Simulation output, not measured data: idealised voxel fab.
process module | voxel self aligned vias
cross-section cut | 200 nm wide | cells 5 nm
A cross-section is a grid of square cells, given in bands from the top down. A band is one or more rows of cells.
Each band's line starts with the height of the band's top and of its bottom, in nm. Then come its materials from left to right, each with its width in nm. One material with "throughout" fills the band from edge to edge. "air" is empty space.
Height 0 is the level under which the wafer as received is all one material. The lowest band goes on downwards, as in "0 down".
A width such as "30 to 40" changes by the same amount from each row of cells to the next, from the band's top row to its bottom row.
"no change" after a step means that no cell of the cross-section changed.
closed voids: empty space of 8 cells or more with no open way to the top, each as width x height at its distance from the left edge, in nm
after a step's settings: what the simulator itself notes on the step
overlay nm, on a step with a mask: how far to the right of its planned place the mask lay; to the left if negative
plan
1 op RECEIVE | material Si
2 op CONFORMAL_DEP | material SiO2 | thk nm 15
3 op CONFORMAL_DEP | material SiCN | thk nm 5
4 op DIRECTIONAL_DEP | material SiO2 | thk nm 20
5 op DIRECTIONAL_DEP | material aC | thk nm 10
6 op PATTERN | tone open | mask id LINES | material resist | width nm 20 | pitch nm 70 | thk nm 25 | overlay nm 0
7 op DIRECTIONAL_ETCH | etch materials aC | depth nm 10
8 op STRIP | etch materials resist
9 op DIRECTIONAL_ETCH | etch materials SiO2 | depth nm 20
10 op STRIP | etch materials aC
11 op CONFORMAL_DEP | material TiN | thk nm 5
12 op FILL_DEP | material Ru | thk nm 10
13 op CMP | height nm 40
14 op SELECTIVE_ETCH | etch materials W Ru TiN | depth nm 5
15 op FILL_DEP | material SiN | thk nm 10
16 op CMP | height nm 40
17 op DIRECTIONAL_DEP | material SiO2 | thk nm 15
18 op MASKED_ETCH | tone open | mask id VIAS | width nm 40 | etch materials SiO2 | depth nm 15 | overlay nm 0
19 op MASKED_ETCH | tone open | mask id VIAS | width nm 40 | etch materials SiN | depth nm 5 | overlay nm 0
20 op CONFORMAL_DEP | material TiN | thk nm 5
21 op FILL_DEP | material Cu | thk nm 10
22 op CMP | height nm 55
23 op CONFORMAL_DEP | material SiCN | thk nm 5
as received, after step 1
  0 down: Si throughout
  closed voids: none
first wafer at the end, as planned
  60 to 55: SiCN throughout
  55 to 45: SiO2 45 | TiN 5 | Cu 30 | TiN 5 | SiO2 115
  45 to 40: SiO2 45 | TiN 15 | Cu 10 | TiN 15 | SiO2 115
  40 to 35: SiO2 55 | TiN 20 | SiO2 50 | SiN 20 | SiO2 55
  35 to 25: SiO2 55 | TiN 5 | Ru 10 | TiN 5 | SiO2 50 | TiN 5 | Ru 10 | TiN 5 | SiO2 55
  25 to 20: SiO2 55 | TiN 20 | SiO2 50 | TiN 20 | SiO2 55
  20 to 15: SiCN throughout
  15 to 0: SiO2 throughout
  0 down: Si throughout
  closed voids: none
second wafer at the end: like start, like plan, one mistake
  60 to 55: SiCN throughout
  55 to 40: SiO2 45 | TiN 5 | Cu 30 | TiN 5 | SiO2 115
  40 to 35: SiN 45 | TiN 40 | SiN 115
  35 to 30: TiN 60 | Ru 10 | TiN 60 | Ru 10 | TiN 60
  30 to 15: SiO2 55 | TiN 5 | Ru 10 | TiN 5 | SiO2 50 | TiN 5 | Ru 10 | TiN 5 | SiO2 55
  15 to 10: SiO2 55 | TiN 20 | SiO2 50 | TiN 20 | SiO2 55
  10 to 5: SiCN throughout
  5 to 0: SiO2 throughout
  0 down: Si throughout
  closed voids: none
what went wrong: step 2 ran as: op CONFORMAL_DEP | material SiO2 | thk nm 5
at the end the second wafer has, in cells: 4 more of Cu | 8 more of Ru | 28 more of SiN | 80 fewer of SiO2 | 40 more of TiN
